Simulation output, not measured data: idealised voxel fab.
Process module under the name voxel capacitor over wiring
The width of the displayed cross-section, cut, is 260 nm; its cells are square, with a size of 5 nm.
Cross-section = grid of square cells, listed top down in bands; band = one or more rows. Quick guide to a band line: top height, bottom height (nm) up front; then every material left to right with its width in nm. Only one material and it's marked "full width"? Then it fills the band edge to edge. And "empty" just means empty space. Heads up on the height convention: 0 is the point under which the incoming wafer is all one material, and the lowest band has no bottom, it just keeps going down, like "0 -> down". It should be noted that a width expressed as "30 to 40" varies in equal increments from row to row of cells within the band, taking the value of the first number at the top row and that of the second number at the bottom row. "remained the same" for a step: no cell of the cross-section changed in that step. The label "Voids lacking openings" introduces a list of the empty spaces, 8 cells or larger, that have no open way up to the top; each entry in it reads width x height at distance, where the distance is taken from the left edge and all three are stated in nm. The remark found on a step's line after its settings is issued by the simulator itself and pertains to that step. Each step line may optionally specify "overlay nm", which for a step with a mask gives the rightward distance between the mask's planned place and where it lay, a negative value indicating the leftward direction.

PLANNED STEP LIST FOR THE PROCESS
1. RECEIVE (material Si)
2. CONFORMAL_DEP (material SiO2; thk nm 10)
3. DIRECTIONAL_DEP (material TiN; thk nm 5)
4. DIRECTIONAL_DEP (material W; thk nm 20)
5. DIRECTIONAL_DEP (material aC; thk nm 15)
6. PATTERN (tone cover; mask id METAL_1; material resist; width nm 25; pitch nm 90; thk nm 35; overlay nm 0)
7. DIRECTIONAL_ETCH (etch materials aC; depth nm 15)
8. STRIP (etch materials resist)
9. DIRECTIONAL_ETCH (etch materials W; depth nm 20)
10. DIRECTIONAL_ETCH (etch materials TiN; depth nm 5)
11. STRIP (etch materials aC)
12. FILL_DEP (material lowk; thk nm 5)
13. CMP (height nm 35)
14. CONFORMAL_DEP (material SiCN; thk nm 5)
15. DIRECTIONAL_DEP (material lowk; thk nm 10)
16. MASKED_ETCH (tone open; mask id PLUG_1; width nm 15; etch materials lowk; depth nm 10; overlay nm 0)
17. MASKED_ETCH (tone open; mask id PLUG_1; width nm 15; etch materials SiCN; depth nm 5; overlay nm 0)
18. EPI (material Ru; thk nm 10)
19. EPI (material Ru; thk nm 5)
20. DIRECTIONAL_DEP (material TiN; thk nm 10)
21. DIRECTIONAL_DEP (material Al2O3; thk nm 5)
22. DIRECTIONAL_DEP (material TiN; thk nm 10)
23. PATTERN (tone cover; mask id UPPER_PLATE; material resist; width nm 70; thk nm 20; overlay nm 0)
24. DIRECTIONAL_ETCH (etch materials TiN; depth nm 10)
25. DIRECTIONAL_ETCH (etch materials Al2O3; depth nm 5)
26. STRIP (etch materials resist)
27. PATTERN (tone cover; mask id LOWER_PLATE; material resist; width nm 80; thk nm 15; overlay nm 0)
28. DIRECTIONAL_ETCH (etch materials TiN; depth nm 10)
29. STRIP (etch materials resist)
30. FILL_DEP (material SiO2; thk nm 20)
31. CMP (height nm 90)
32. PATTERN (tone open; mask id PLUG_2; material resist; width nm 15; thk nm 15; overlay nm 0)
33. DIRECTIONAL_ETCH (etch materials SiO2; depth nm 15)
34. STRIP (etch materials resist)
35. CONFORMAL_DEP (material TiN; thk nm 5)
36. FILL_DEP (material W; thk nm 5)
37. CMP (height nm 90)
38. CONFORMAL_DEP (material SiCN; thk nm 5)

CROSS-SECTION OF THE WAFER AS IT CAME TO US, I.E., ALREADY THROUGH STEP 1
    0 -> down  Si full width
    Voids lacking openings: none

THE CROSS-SECTION SHOWN CORRESPONDS TO THE WAFER AT THE CONCLUSION OF THE MODULE. THE INITIAL STRUCTURE AND THE PROCESS PLAN ARE THOSE PRESENTED ABOVE; HOWEVER, ONE MISTAKE OCCURRED IN EXECUTING THE PLAN
    95 -> 90  SiCN full width
    90 -> 80  SiO2 90 nm, TiN 5 nm, W 5 nm, TiN 5 nm, SiO2 155 nm
    80 -> 75  SiO2 90 nm, TiN 15 nm, SiO2 155 nm
    75 -> 65  SiO2 85 nm, TiN 60 nm, SiO2 115 nm
    65 -> 60  SiO2 85 nm, Al2O3 60 nm, SiO2 115 nm
    60 -> 50  SiO2 75 nm, TiN 80 nm, SiO2 105 nm
    50 -> 40  lowk 80 nm, Ru 15 nm, lowk 165 nm
    40 -> 35  SiCN 80 nm, Ru 15 nm, SiCN 165 nm
    35 -> 15  lowk 70 nm, W 25 nm, lowk 65 nm, W 25 nm, lowk 75 nm
    15 -> 10  lowk 70 nm, TiN 25 nm, lowk 65 nm, TiN 25 nm, lowk 75 nm
    10 -> 0  SiO2 full width
    0 -> down  Si full width
    Voids lacking openings: none
Which mistake was made when the wafer was run? step 23 was run on a setting that differed from the plan, and what really ran there is PATTERN (tone cover; mask id UPPER_PLATE; material resist; width nm 60; thk nm 20; overlay nm 0)
